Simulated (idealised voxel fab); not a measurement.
The following process module bears the name voxel gate over fins.
Cross-section cut spans 180 nm and uses square cells 5 nm in size.
Heads up, the way a cross-section reads in here is a grid of square cells, handed over as bands from the top down, with every band being one or more rows of cells. Band entry format. Leading values: height of top, height of bottom, nm. Remainder: materials in left-to-right order, each with its width in nm. Special words: "all across" on a single material, which then fills the band edge to edge; "air", empty space. Zero point of the height axis is 0; under it, received wafer = one material. Lowest band: continues down indefinitely, "0 -> down". Quick explanation for "30 to 40": the width changes in equal steps down the rows of cells, from the first number in the band's top row to the second number in its bottom row. Step note "remains unaltered" = no cross-section cell changed. The label "Enclosed empty spaces" introduces a list of the empty spaces, 8 cells or larger, that have no open way up to the top; each entry in it reads width x height at distance, where the distance is taken from the left edge and all three are stated in nm. Heads up: the bit after the settings on a step's line is the simulator's remark on that step. "overlay nm" denotes, for a step that has a mask, the displacement of the mask to the right of its planned place, with negative values corresponding to the left.

**Steps planned for the process**
step 1: RECEIVE | material Si
step 2: CONFORMAL_DEP | material SiN | thk nm 5
step 3: MASKED_ETCH | tone cover | mask id FINS | width nm 15 | pitch nm 55 | etch materials SiN | depth nm 5 | overlay nm 0
step 4: MASKED_ETCH | tone cover | mask id FINS | width nm 15 | pitch nm 55 | etch materials Si | depth nm 35 | overlay nm 0
step 5: FILL_DEP | material SiO2 | thk nm 15
step 6: CMP | height nm 5
step 7: MASKED_ETCH | tone open | mask id RAIL | width nm 15 | etch materials SiO2 | depth nm 35 | overlay nm 0
step 8: CONFORMAL_DEP | material TiN | thk nm 5
step 9: FILL_DEP | material Ru | thk nm 5
step 10: CMP | height nm 5
step 11: SELECTIVE_ETCH | etch materials W Ru TiN | depth nm 20
step 12: FILL_DEP | material SiO2 | thk nm 5
step 13: CMP | height nm 5
step 14: SELECTIVE_ETCH | etch materials SiO2 | depth nm 15
step 15: STRIP | etch materials SiN
step 16: CONFORMAL_DEP | material HfO2 | thk nm 5
step 17: CONFORMAL_DEP | material TiN | thk nm 5
step 18: FILL_DEP | material W | thk nm 10
step 19: CMP | height nm 15
step 20: CONFORMAL_DEP | material SiCN | thk nm 10

**First out of two wafers; run went to plan**

**This is the cross-section of the wafer as we received it, i.e. after step 1**
    0 -> down = Si all across
    Enclosed empty spaces: none

**Once step 2 is through, the wafer looks like this in cross-section**
    5 -> 0 = SiN all across
    Anything lower than 0 is untouched.

**Once step 3 is through, the wafer looks like this in cross-section**
    5 -> 0 = air (25), then SiN (15), then air (40), then SiN (15), then air (40), then SiN (15), then air (30)
    Anything lower than 0 is untouched.

**Once step 4 is through, the wafer looks like this in cross-section**
    5 -> 0 = air (25), then SiN (15), then air (40), then SiN (15), then air (40), then SiN (15), then air (30)
    0 -> -35 = air (25), then Si (15), then air (40), then Si (15), then air (40), then Si (15), then air (30)
    Anything lower than -35 is untouched.

**Once step 5 is through, the wafer looks like this in cross-section**
    20 -> 5 = SiO2 all across
    5 -> 0 = SiO2 (25), then SiN (15), then SiO2 (40), then SiN (15), then SiO2 (40), then SiN (15), then SiO2 (30)
    0 -> -35 = SiO2 (25), then Si (15), then SiO2 (40), then Si (15), then SiO2 (40), then Si (15), then SiO2 (30)
    Anything lower than -35 is untouched.

**Once step 6 is through, the wafer looks like this in cross-section**
    5 -> 0 = SiO2 (25), then SiN (15), then SiO2 (40), then SiN (15), then SiO2 (40), then SiN (15), then SiO2 (30)
    Anything lower than 0 is untouched.

**Once step 7 is through, the wafer looks like this in cross-section**
    5 -> 0 = SiO2 (25), then SiN (15), then SiO2 (10), then air (15), then SiO2 (15), then SiN (15), then SiO2 (40), then SiN (15), then SiO2 (30)
    0 -> -30 = SiO2 (25), then Si (15), then SiO2 (10), then air (15), then SiO2 (15), then Si (15), then SiO2 (40), then Si (15), then SiO2 (30)
    Anything lower than -30 is untouched.

**Once step 8 is through, the wafer looks like this in cross-section**
    10 -> 5 = TiN (55), then air (5), then TiN (120)
    5 -> 0 = SiO2 (25), then SiN (15), then SiO2 (10), then TiN (5), then air (5), then TiN (5), then SiO2 (15), then SiN (15), then SiO2 (40), then SiN (15), then SiO2 (30)
    0 -> -25 = SiO2 (25), then Si (15), then SiO2 (10), then TiN (5), then air (5), then TiN (5), then SiO2 (15), then Si (15), then SiO2 (40), then Si (15), then SiO2 (30)
    -25 -> -30 = SiO2 (25), then Si (15), then SiO2 (10), then TiN (15), then SiO2 (15), then Si (15), then SiO2 (40), then Si (15), then SiO2 (30)
    Anything lower than -30 is untouched.

**Once step 9 is through, the wafer looks like this in cross-section**
    15 -> 10 = Ru all across
    10 -> 5 = TiN (55), then Ru (5), then TiN (120)
    5 -> 0 = SiO2 (25), then SiN (15), then SiO2 (10), then TiN (5), then Ru (5), then TiN (5), then SiO2 (15), then SiN (15), then SiO2 (40), then SiN (15), then SiO2 (30)
    0 -> -25 = SiO2 (25), then Si (15), then SiO2 (10), then TiN (5), then Ru (5), then TiN (5), then SiO2 (15), then Si (15), then SiO2 (40), then Si (15), then SiO2 (30)
    Anything lower than -25 is untouched.

**Once step 10 is through, the wafer looks like this in cross-section**
    5 -> 0 = SiO2 (25), then SiN (15), then SiO2 (10), then TiN (5), then Ru (5), then TiN (5), then SiO2 (15), then SiN (15), then SiO2 (40), then SiN (15), then SiO2 (30)
    Anything lower than 0 is untouched.

**Once step 11 is through, the wafer looks like this in cross-section**
    5 -> 0 = SiO2 (25), then SiN (15), then SiO2 (10), then air (15), then SiO2 (15), then SiN (15), then SiO2 (40), then SiN (15), then SiO2 (30)
    0 -> -15 = SiO2 (25), then Si (15), then SiO2 (10), then air (15), then SiO2 (15), then Si (15), then SiO2 (40), then Si (15), then SiO2 (30)
    Anything lower than -15 is untouched.

**Once step 12 is through, the wafer looks like this in cross-section**
    10 -> 5 = SiO2 all across
    5 -> 0 = SiO2 (25), then SiN (15), then SiO2 (40), then SiN (15), then SiO2 (40), then SiN (15), then SiO2 (30)
    0 -> -15 = SiO2 (25), then Si (15), then SiO2 (40), then Si (15), then SiO2 (40), then Si (15), then SiO2 (30)
    Anything lower than -15 is untouched.

**Once step 13 is through, the wafer looks like this in cross-section**
    5 -> 0 = SiO2 (25), then SiN (15), then SiO2 (40), then SiN (15), then SiO2 (40), then SiN (15), then SiO2 (30)
    Anything lower than 0 is untouched.

**Once step 14 is through, the wafer looks like this in cross-section**
    5 -> 0 = air (25), then SiN (15), then air (40), then SiN (15), then air (40), then SiN (15), then air (30)
    0 -> -10 = air (25), then Si (15), then air (40), then Si (15), then air (40), then Si (15), then air (30)
    Anything lower than -10 is untouched.

**Once step 15 is through, the wafer looks like this in cross-section**
    0 -> -10 = air (25), then Si (15), then air (40), then Si (15), then air (40), then Si (15), then air (30)
    Anything lower than -10 is untouched.

**Once step 16 is through, the wafer looks like this in cross-section**
    5 -> 0 = air (20), then HfO2 (25), then air (30), then HfO2 (25), then air (30), then HfO2 (25), then air (25)
    0 -> -5 = air (20), then HfO2 (5), then Si (15), then HfO2 (5), then air (30), then HfO2 (5), then Si (15), then HfO2 (5), then air (30), then HfO2 (5), then Si (15), then HfO2 (5), then air (25)
    -5 -> -10 = HfO2 (25), then Si (15), then HfO2 (40), then Si (15), then HfO2 (40), then Si (15), then HfO2 (30)
    Anything lower than -10 is untouched.

**Once step 17 is through, the wafer looks like this in cross-section**
    10 -> 5 = air (15), then TiN (35), then air (20), then TiN (35), then air (20), then TiN (35), then air (20)
    5 -> 0 = air (15), then TiN (5), then HfO2 (25), then TiN (5), then air (20), then TiN (5), then HfO2 (25), then TiN (5), then air (20), then TiN (5), then HfO2 (25), then TiN (5), then air (20)
    0 -> -5 = TiN (20), then HfO2 (5), then Si (15), then HfO2 (5), then TiN (30), then HfO2 (5), then Si (15), then HfO2 (5), then TiN (30), then HfO2 (5), then Si (15), then HfO2 (5), then TiN (25)
    Anything lower than -5 is untouched.

**Once step 18 is through, the wafer looks like this in cross-section**
    20 -> 10 = W all across
    10 -> 5 = W (15), then TiN (35), then W (20), then TiN (35), then W (20), then TiN (35), then W (20)
    5 -> 0 = W (15), then TiN (5), then HfO2 (25), then TiN (5), then W (20), then TiN (5), then HfO2 (25), then TiN (5), then W (20), then TiN (5), then HfO2 (25), then TiN (5), then W (20)
    Anything lower than 0 is untouched.

**Once step 19 is through, the wafer looks like this in cross-section**
    15 -> 10 = W all across
    Anything lower than 10 is untouched.

**Once step 20 is through, the wafer looks like this in cross-section**
    25 -> 15 = SiCN all across
    Anything lower than 15 is untouched.

**The second wafer: identical to the first at the outset and in its planned sequence, differing only in that one mistake was made during processing; up to and including step 8, its path is the first wafer's path**

**Cross-section, second wafer, at the end time the plan gives for step 9**
    15 -> 10 = SiN all across
    10 -> 5 = TiN (55), then SiN (5), then TiN (120)
    5 -> 0 = SiO2 (25), then SiN (15), then SiO2 (10), then TiN (5), then SiN (5), then TiN (5), then SiO2 (15), then SiN (15), then SiO2 (40), then SiN (15), then SiO2 (30)
    0 -> -25 = SiO2 (25), then Si (15), then SiO2 (10), then TiN (5), then SiN (5), then TiN (5), then SiO2 (15), then Si (15), then SiO2 (40), then Si (15), then SiO2 (30)
    Anything lower than -25 is untouched.

**Cross-section, second wafer, at the end time the plan gives for step 10**
    5 -> 0 = SiO2 (25), then SiN (15), then SiO2 (10), then TiN (5), then SiN (5), then TiN (5), then SiO2 (15), then SiN (15), then SiO2 (40), then SiN (15), then SiO2 (30)
    Anything lower than 0 is untouched.

**Cross-section, second wafer, at the end time the plan gives for step 11**
    5 -> 0 = SiO2 (25), then SiN (15), then SiO2 (10), then air (5), then SiN (5), then air (5), then SiO2 (15), then SiN (15), then SiO2 (40), then SiN (15), then SiO2 (30)
    0 -> -15 = SiO2 (25), then Si (15), then SiO2 (10), then air (5), then SiN (5), then air (5), then SiO2 (15), then Si (15), then SiO2 (40), then Si (15), then SiO2 (30)
    Anything lower than -15 is untouched.

**Cross-section, second wafer, at the end time the plan gives for step 12**
    10 -> 5 = SiO2 all across
    5 -> 0 = SiO2 (25), then SiN (15), then SiO2 (15), then SiN (5), then SiO2 (20), then SiN (15), then SiO2 (40), then SiN (15), then SiO2 (30)
    0 -> -15 = SiO2 (25), then Si (15), then SiO2 (15), then SiN (5), then SiO2 (20), then Si (15), then SiO2 (40), then Si (15), then SiO2 (30)
    Anything lower than -15 is untouched.

**Cross-section, second wafer, at the end time the plan gives for step 13**
    5 -> 0 = SiO2 (25), then SiN (15), then SiO2 (15), then SiN (5), then SiO2 (20), then SiN (15), then SiO2 (40), then SiN (15), then SiO2 (30)
    Anything lower than 0 is untouched.

**Cross-section, second wafer, at the end time the plan gives for step 14**
    5 -> 0 = air (25), then SiN (15), then air (15), then SiN (5), then air (20), then SiN (15), then air (40), then SiN (15), then air (30)
    0 -> -10 = air (25), then Si (15), then air (15), then SiN (5), then air (20), then Si (15), then air (40), then Si (15), then air (30)
    Anything lower than -10 is untouched.

**Cross-section, second wafer, at the end time the plan gives for step 15**
    0 -> -10 = air (25), then Si (15), then air (40), then Si (15), then air (40), then Si (15), then air (30)
    -10 -> -15 = SiO2 (25), then Si (15), then SiO2 (15), then air (5), then SiO2 (20), then Si (15), then SiO2 (40), then Si (15), then SiO2 (30)
    -15 -> -25 = SiO2 (25), then Si (15), then SiO2 (10), then TiN (5), then air (5), then TiN (5), then SiO2 (15), then Si (15), then SiO2 (40), then Si (15), then SiO2 (30)
    Anything lower than -25 is untouched.

**Cross-section, second wafer, at the end time the plan gives for step 16**
    5 -> 0 = air (20), then HfO2 (25), then air (30), then HfO2 (25), then air (30), then HfO2 (25), then air (25)
    0 -> -5 = air (20), then HfO2 (5), then Si (15), then HfO2 (5), then air (30), then HfO2 (5), then Si (15), then HfO2 (5), then air (30), then HfO2 (5), then Si (15), then HfO2 (5), then air (25)
    -5 -> -10 = HfO2 (25), then Si (15), then HfO2 (40), then Si (15), then HfO2 (40), then Si (15), then HfO2 (30)
    -10 -> -15 = SiO2 (25), then Si (15), then SiO2 (15), then HfO2 (5), then SiO2 (20), then Si (15), then SiO2 (40), then Si (15), then SiO2 (30)
    -15 -> -25 = SiO2 (25), then Si (15), then SiO2 (10), then TiN (5), then HfO2 (5), then TiN (5), then SiO2 (15), then Si (15), then SiO2 (40), then Si (15), then SiO2 (30)
    Anything lower than -25 is untouched.

**Cross-section, second wafer, at the end time the plan gives for step 17**
    10 -> 5 = air (15), then TiN (35), then air (20), then TiN (35), then air (20), then TiN (35), then air (20)
    5 -> 0 = air (15), then TiN (5), then HfO2 (25), then TiN (5), then air (20), then TiN (5), then HfO2 (25), then TiN (5), then air (20), then TiN (5), then HfO2 (25), then TiN (5), then air (20)
    0 -> -5 = TiN (20), then HfO2 (5), then Si (15), then HfO2 (5), then TiN (30), then HfO2 (5), then Si (15), then HfO2 (5), then TiN (30), then HfO2 (5), then Si (15), then HfO2 (5), then TiN (25)
    Anything lower than -5 is untouched.

**Cross-section, second wafer, at the end time the plan gives for step 18**
    20 -> 10 = W all across
    10 -> 5 = W (15), then TiN (35), then W (20), then TiN (35), then W (20), then TiN (35), then W (20)
    5 -> 0 = W (15), then TiN (5), then HfO2 (25), then TiN (5), then W (20), then TiN (5), then HfO2 (25), then TiN (5), then W (20), then TiN (5), then HfO2 (25), then TiN (5), then W (20)
    Anything lower than 0 is untouched.

**Cross-section, second wafer, at the end time the plan gives for step 19**
    15 -> 10 = W all across
    Anything lower than 10 is untouched.

**Cross-section, second wafer, at the end time the plan gives for step 20**
    25 -> 15 = SiCN all across
    Anything lower than 15 is untouched.
In executing the process, a mistake was made relative to the plan: step 9 deviated from plan and actually ran as FILL_DEP | material SiN | thk nm 5
The closing comparison, in cells, has the second wafer with more or fewer of some materials than the first: HfO2: 3 more | Ru: 2 fewer | SiO2: 1 fewer
